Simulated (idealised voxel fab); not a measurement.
Title: Process Module voxel double patterning
Square cell edge 5 nm, section width 220 nm, ID cut.
Cross-sections here: square-cell grids, written as top-down lists of bands, a band being one or more rows of cells. Band: top and bottom heights (nm) first, top before bottom; then materials from left to right, widths in nm. "all across" marks a sole material filling the band edge to edge. "blank" denotes empty space. Note: height 0 marks the level under which the wafer is uniformly one material as received. Lowest band unbounded below, written "z 0 and below". A two-number width, for instance "30->40", indicates that the width is equal to the first number in the top row of the band and to the second number in the bottom row, and that it changes by a constant amount per row of cells. When a step is marked "remained unchanged", none of the cells in the cross-section changed during that step. Voids not open to the top, 8 cells minimum: see "Closed void list". Written width x height at distance; distance is from the left edge; nm. Note: text after step settings on the step line = simulator remark on that step. "overlay nm" answers the question of how far to the right of plan the mask lay on a step that has a mask, and when it is negative the answer is to the left.

### The steps planned for the process are as follows
1. RECEIVE, material Si
2. CONFORMAL_DEP, material SiO2, thk nm 10
3. DIRECTIONAL_DEP, material W, thk nm 15
4. DIRECTIONAL_DEP, material SiCN, thk nm 5
5. DIRECTIONAL_DEP, material aC, thk nm 10
6. PATTERN, tone open, mask id FIRST, material resist, width nm 15, pitch nm 50, thk nm 25, overlay nm 0
7. DIRECTIONAL_ETCH, etch materials aC, depth nm 10
8. STRIP, etch materials resist
9. DIRECTIONAL_ETCH, etch materials SiCN, depth nm 5
10. STRIP, etch materials aC
11. DIRECTIONAL_DEP, material aC, thk nm 10
12. PATTERN, tone open, mask id SECOND, material resist, width nm 15, pitch nm 50, thk nm 30, overlay nm 0
13. DIRECTIONAL_ETCH, etch materials aC, depth nm 10
14. STRIP, etch materials resist
15. DIRECTIONAL_ETCH, etch materials SiCN, depth nm 5
16. STRIP, etch materials aC
17. DIRECTIONAL_ETCH, etch materials W, depth nm 15
18. STRIP, etch materials SiCN

### Cross-section of the wafer upon arrival, representing the state reached after step 1
* z 0 and below | Si all across
* Closed void list: none

### First of two wafers, end-of-module section, run followed plan
* z 25 to 10 | W=50, blank=15, W=10, blank=15, W=10, blank=15, W=10, blank=15, W=10, blank=15, W=55
* z 10 to 0 | SiO2 all across
* z 0 and below | Si all across
* Closed void list: none

### Here's the second of our two wafers sectioned at module end. Same start as the first, same plan, but one mistake got made running it
* z 25 to 10 | blank=50, W=15, blank=35, W=15, blank=35, W=15, blank=55
* z 10 to 0 | SiO2 all across
* z 0 and below | Si all across
* Closed void list: none
what went wrong: step 6 went in with a setting other than planned; the actual run was PATTERN, tone cover, mask id FIRST, material resist, width nm 15, pitch nm 50, thk nm 25, overlay nm 0
Wrapping up, a cell-based count of both wafers puts the second over or under the first for these materials: W -60
